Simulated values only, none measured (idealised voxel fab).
process module | voxel gate over fins
cross-section cut | 165 nm wide | cells 5 nm
A cross-section is a grid of square cells, given in bands from the top down. A band is one or more rows of cells.
Each band's line starts with the height of the band's top and of its bottom, in nm. Then come its materials from left to right, each with its width in nm. One material with "throughout" fills the band from edge to edge. "air" is empty space.
Height 0 is the level under which the wafer as received is all one material. The lowest band goes on downwards, as in "0 down".
A width such as "30 to 40" changes by the same amount from each row of cells to the next, from the band's top row to its bottom row.
"no change" after a step means that no cell of the cross-section changed.
closed voids: empty space of 8 cells or more with no open way to the top, each as width x height at its distance from the left edge, in nm
after a step's settings: what the simulator itself notes on the step
overlay nm, on a step with a mask: how far to the right of its planned place the mask lay; to the left if negative
Each pair below shows a cross-section before one step and the cross-section after it, down to the lowest band that changed. The line under each pair gives the step between them, with its settings. The pairs can come from different runs of this module on the same starting wafer, so a pair continues from the pair above only where its "before" says so.
before
  5 to 0: SiN 50 | air 15 | SiN 30 | air 15 | SiN 55
  0 to -30: Si 50 | air 15 | Si 30 | air 15 | Si 55
  -30 down: Si throughout
  closed voids: none
after
  20 to 5: SiO2 throughout
  5 to 0: SiN 50 | SiO2 15 | SiN 30 | SiO2 15 | SiN 55
  0 to -30: Si 50 | SiO2 15 | Si 30 | SiO2 15 | Si 55
  below -30: unchanged
  closed voids: none
the step between: op FILL_DEP | material SiO2 | thk nm 15
before: the cross-section after the pair above
after
  5 to 0: SiN 50 | SiO2 15 | SiN 30 | SiO2 15 | SiN 55
  below 0: unchanged
  closed voids: none
the step between: op CMP | height nm 5
before: the cross-section after the pair above
after
  5 to 0: SiN 50 | air 15 | SiN 30 | air 15 | SiN 55
  0 to -15: Si 50 | air 15 | Si 30 | air 15 | Si 55
  below -15: unchanged
  closed voids: none
the step between: op SELECTIVE_ETCH | etch materials SiO2 | depth nm 20
before: the cross-section after the pair above
after
  0 to -15: Si 50 | air 15 | Si 30 | air 15 | Si 55
  below -15: unchanged
  closed voids: none
the step between: op STRIP | etch materials SiN
before: the cross-section after the pair above
after
  5 to 0: HfO2 55 | air 5 | HfO2 40 | air 5 | HfO2 60
  0 to -10: Si 50 | HfO2 5 | air 5 | HfO2 5 | Si 30 | HfO2 5 | air 5 | HfO2 5 | Si 55
  -10 to -15: Si 50 | HfO2 15 | Si 30 | HfO2 15 | Si 55
  below -15: unchanged
  closed voids: none
the step between: op CONFORMAL_DEP | material HfO2 | thk nm 5
before: the cross-section after the pair above
after
  10 to 5: TiN throughout
  5 to 0: HfO2 55 | TiN 5 | HfO2 40 | TiN 5 | HfO2 60
  0 to -10: Si 50 | HfO2 5 | TiN 5 | HfO2 5 | Si 30 | HfO2 5 | TiN 5 | HfO2 5 | Si 55
  below -10: unchanged
  closed voids: none
the step between: op CONFORMAL_DEP | material TiN | thk nm 5
before: the cross-section after the pair above
after
  15 to 10: TiAl throughout
  below 10: unchanged
  closed voids: none
the step between: op CONFORMAL_DEP | material TiAl | thk nm 5
before: the cross-section after the pair above
after
  20 to 15: TiN throughout
  below 15: unchanged
  closed voids: none
the step between: op CONFORMAL_DEP | material TiN | thk nm 5
before: the cross-section after the pair above
after
  30 to 20: W throughout
  below 20: unchanged
  closed voids: none
the step between: op FILL_DEP | material W | thk nm 10
before: the cross-section after the pair above
after
  25 to 20: W throughout
  below 20: unchanged
  closed voids: none
the step between: op CMP | height nm 25
before: the cross-section after the pair above
after
  35 to 25: SiCN throughout
  below 25: unchanged
  closed voids: none
the step between: op CONFORMAL_DEP | material SiCN | thk nm 10
